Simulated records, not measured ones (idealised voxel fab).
You're looking at the process module voxel wiring stack.
Displayed cross-section: cut, width of 295 nm, square cells sized 5 nm.
The cross-sections in this document take the form of a grid made of square cells. They are written out as bands, in order from top to bottom. Each band consists of one or more rows of cells.
It is stipulated that each band's entry specify, in nanometres, the height of the top of the band and then that of its bottom, followed by the materials of the band in left-to-right sequence, each together with its width in nanometres. A single material marked by the word "all across" is understood to fill the band from edge to edge; the word "empty" is understood to denote empty space.
Where do heights start? At 0: under that level the wafer as delivered is made of one material only. And the lowest band has no floor; it just carries on downward, as in "z 0 and below".
So if you see something like "30 to 40" for the width, read it as the top row of the band sitting at the first number and the bottom row at the second, with every row in between moving by the same amount as the last.
"no alterations made" for a step: no cell of the cross-section changed in that step.
Heads up: "Sealed internal voids" only lists the empty pockets with no open path to the top that are 8 cells or more, and it writes them as width x height at distance, distance from the left edge, in nm.
Where a step's line continues beyond its settings, the continuation is a remark by the simulator itself on that step.
If you see "overlay nm" on a step's line and that step has a mask, it's telling you how far right of where it was planned the mask ended up; a negative number means it went left instead.
-- The planned process steps are enumerated hereunder
step 1: RECEIVE: material Si
step 2: CONFORMAL_DEP: material SiO2, thk nm 10
step 3: DIRECTIONAL_DEP: material TiN, thk nm 5
step 4: DIRECTIONAL_DEP: material Ru, thk nm 25
step 5: MASKED_ETCH: tone cover, mask id METAL_1, width nm 30, pitch nm 55, etch materials Ru, depth nm 25, overlay nm 0
step 6: MASKED_ETCH: tone cover, mask id METAL_1, width nm 30, pitch nm 55, etch materials TiN, depth nm 5, overlay nm 0
step 7: FILL_DEP: material SiO2, thk nm 10
step 8: CMP: height nm 40
step 9: CONFORMAL_DEP: material SiCN, thk nm 5
step 10: DIRECTIONAL_DEP: material lowk, thk nm 20
step 11: PATTERN: tone open, mask id PLUG_1, material resist, width nm 15, pitch nm 110, thk nm 20, overlay nm 0
step 12: DIRECTIONAL_ETCH: etch materials lowk, depth nm 20
step 13: DIRECTIONAL_ETCH: etch materials SiCN, depth nm 5
step 14: STRIP: etch materials resist
step 15: EPI: material Ru, thk nm 10
step 16: EPI: material Ru, thk nm 10
step 17: EPI: material Ru, thk nm 5
step 18: DIRECTIONAL_DEP: material TiN, thk nm 5
step 19: DIRECTIONAL_DEP: material W, thk nm 20
step 20: DIRECTIONAL_DEP: material aC, thk nm 15
step 21: PATTERN: tone cover, mask id METAL_2, material resist, width nm 30, pitch nm 55, thk nm 35, overlay nm 0
step 22: DIRECTIONAL_ETCH: etch materials aC, depth nm 15
step 23: STRIP: etch materials resist
step 24: DIRECTIONAL_ETCH: etch materials W, depth nm 20
step 25: DIRECTIONAL_ETCH: etch materials TiN, depth nm 5
step 26: STRIP: etch materials aC
step 27: FILL_DEP: material SiO2, thk nm 5
step 28: CMP: height nm 90
step 29: CONFORMAL_DEP: material SiCN, thk nm 5
-- Wafer cross-section on receipt, i.e. after step 1
> z 0 and below  Si all across
> Sealed internal voids: none
-- Cross-sectional view of the first of the two wafers upon completion of the module, processed in accordance with the plan
> z 95 to 90  SiCN all across
> z 90 to 70  SiO2=75; W=30; SiO2=25; W=30; SiO2=25; W=30; SiO2=80
> z 70 to 65  SiO2=75; TiN=30; SiO2=25; TiN=30; SiO2=25; TiN=30; SiO2=80
> z 65 to 45  lowk=75; Ru=15; lowk=95; Ru=15; lowk=95
> z 45 to 40  SiCN=75; Ru=15; SiCN=95; Ru=15; SiCN=95
> z 40 to 15  SiO2=75; Ru=30; SiO2=25; Ru=30; SiO2=25; Ru=30; SiO2=80
> z 15 to 10  SiO2=75; TiN=30; SiO2=25; TiN=30; SiO2=25; TiN=30; SiO2=80
> z 10 to 0  SiO2 all across
> z 0 and below  Si all across
> Sealed internal voids: none
-- The second wafer, shown in cross-section after the module: started the same way as the first and given the same plan, yet one mistake crept into how it was run
> z 95 to 90  SiCN all across
> z 90 to 70  SiO2=75; W=30; SiO2=25; W=30; SiO2=25; W=30; SiO2=80
> z 70 to 65  SiO2=75; TiN=30; SiO2=25; TiN=30; SiO2=25; TiN=30; SiO2=80
> z 65 to 45  lowk=75; Ru=15; lowk=95; Ru=15; lowk=95
> z 45 to 40  SiCN=75; Ru=15; SiCN=95; Ru=15; SiCN=95
> z 40 to 20  SiO2=75; Ru=30; SiO2=25; Ru=30; SiO2=25; Ru=30; SiO2=80
> z 20 to 15  SiO2=75; TiN=30; SiO2=25; TiN=30; SiO2=25; TiN=30; SiO2=80
> z 15 to 0  SiO2 all across
> z 0 and below  Si all across
> Sealed internal voids: none
What went wrong in running the wafer? step 2 off recipe, ran as CONFORMAL_DEP: material SiO2, thk nm 15
Looking at both finished wafers in cells, the second ends up ahead of or behind the first on some materials: -18 Ru | +18 SiO2
